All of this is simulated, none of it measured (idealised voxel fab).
Herein follows the process module entitled voxel tone inversion.
cross-section cut | 140 nm wide | cells 5 nm
A cross-section is a grid of square cells, given in bands from the top down. A band is one or more rows of cells.
It is stipulated that each band's entry specify, in nanometres, the height of the top of the band and then that of its bottom, followed by the materials of the band in left-to-right sequence, each together with its width in nanometres. A single material marked by the word "edge to edge" is understood to fill the band from edge to edge; the word "empty" is understood to denote empty space.
Ref level 0: as-received wafer is one material below here. Bottom band extends down with no lower bound ("0 -> down").
With a width like "30..40", each row of cells in the band differs from the next by the same amount, the top row carrying the first number and the bottom row the second.
No cell of the cross-section changed in a step that is given as "nothing different".
Reported under the label "Internal closed voids" are the empty spaces having no open way to the top and comprising 8 cells or more; the notation for each is width x height at distance, in which the distance is measured from the left edge and all three values are in nm.
Post-settings text on a step line: simulator's own remark regarding the step.
What "overlay nm" on a step's line means: if the step has a mask, that mask lay this far to the right of its planned place, or, when the value is negative, to the left.
PLANNED PROCESS STEPS
1 op RECEIVE | material Si
2 op CONFORMAL_DEP | material SiCN | thk nm 10
3 op DIRECTIONAL_DEP | material polySi | thk nm 15
4 op PATTERN | tone cover | mask id POSTS | material resist | width nm 20 | pitch nm 50 | thk nm 25 | overlay nm 0
5 op DIRECTIONAL_ETCH | etch materials polySi | depth nm 15
6 op STRIP | etch materials resist
7 op FILL_DEP | material SiO2 | thk nm 5
8 op CMP | height nm 25
9 op STRIP | etch materials polySi
SO THIS IS THE INCOMING WAFER IN CROSS-SECTION - IT'S ALREADY BEEN THROUGH STEP 1
  0 -> down  Si edge to edge
  Internal closed voids: none
END-OF-MODULE XS, FIRST OF TWO WAFERS, RUN AS PLANNED
  25 -> 10  SiO2=35, empty=20, SiO2=30, empty=20, SiO2=35
  10 -> 0  SiCN edge to edge
  0 -> down  Si edge to edge
  Internal closed voids: none
SO THIS IS WAFER NUMBER TWO OF THE TWO, CUT AT THE END OF THE MODULE - IT STARTED WHERE THE FIRST DID AND HAD THE SAME PLAN, WE JUST GOT ONE THING WRONG RUNNING IT
  25 -> 10  SiO2=35, empty=25, SiO2=25, empty=25, SiO2=30
  10 -> 0  SiCN edge to edge
  0 -> down  Si edge to edge
  Internal closed voids: none
What broke from the plan during processing? step 4 went in with a setting other than planned; the actual run was op PATTERN | tone cover | mask id POSTS | material resist | width nm 25 | pitch nm 50 | thk nm 25 | overlay nm 0
Final difference in cells, second wafer against first, listed per material as more or fewer: SiO2: 6 fewer
